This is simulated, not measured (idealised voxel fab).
process module | voxel trench capacitor
cross-section cut | 300 nm wide | cells 5 nm
A cross-section is a grid of square cells, given in bands from the top down. A band is one or more rows of cells.
Each band's line starts with the height of the band's top and of its bottom, in nm. Then come its materials from left to right, each with its width in nm. One material with "throughout" fills the band from edge to edge. "air" is empty space.
Height 0 is the level under which the wafer as received is all one material. The lowest band goes on downwards, as in "0 down".
A width such as "30 to 40" changes by the same amount from each row of cells to the next, from the band's top row to its bottom row.
"no change" after a step means that no cell of the cross-section changed.
closed voids: empty space of 8 cells or more with no open way to the top, each as width x height at its distance from the left edge, in nm
after a step's settings: what the simulator itself notes on the step
overlay nm, on a step with a mask: how far to the right of its planned place the mask lay; to the left if negative
plan
1 op RECEIVE | material Si
2 op CONFORMAL_DEP | material SiN | thk nm 5
3 op DIRECTIONAL_DEP | material aC | thk nm 10
4 op PATTERN | tone open | mask id TRENCH | material resist | width nm 20 | pitch nm 35 | thk nm 30 | overlay nm 0
5 op DIRECTIONAL_ETCH | etch materials aC | depth nm 10
6 op STRIP | etch materials resist
7 op DIRECTIONAL_ETCH | etch materials SiN | depth nm 5
8 op DIRECTIONAL_ETCH | etch materials Si | depth nm 35
9 op STRIP | etch materials aC
10 op CONFORMAL_DEP | material SiO2 | thk nm 5
11 op FILL_DEP | material polySi | thk nm 10
12 op CMP | height nm 5
as received, after step 1
  0 down: Si throughout
  closed voids: none
a wafer at the end: this start, this plan, one mistake
  5 to 0: SiN 105 | SiO2 5 | aC 10 | SiO2 5 | SiN 15 | SiO2 5 | aC 10 | SiO2 5 | SiN 15 | SiO2 5 | aC 10 | SiO2 5 | SiN 105
  0 to -30: Si 105 | SiO2 5 | aC 10 | SiO2 5 | Si 15 | SiO2 5 | aC 10 | SiO2 5 | Si 15 | SiO2 5 | aC 10 | SiO2 5 | Si 105
  -30 to -35: Si 105 | SiO2 20 | Si 15 | SiO2 20 | Si 15 | SiO2 20 | Si 105
  -35 down: Si throughout
  closed voids: none
what went wrong: step 11 ran as: op FILL_DEP | material aC | thk nm 10
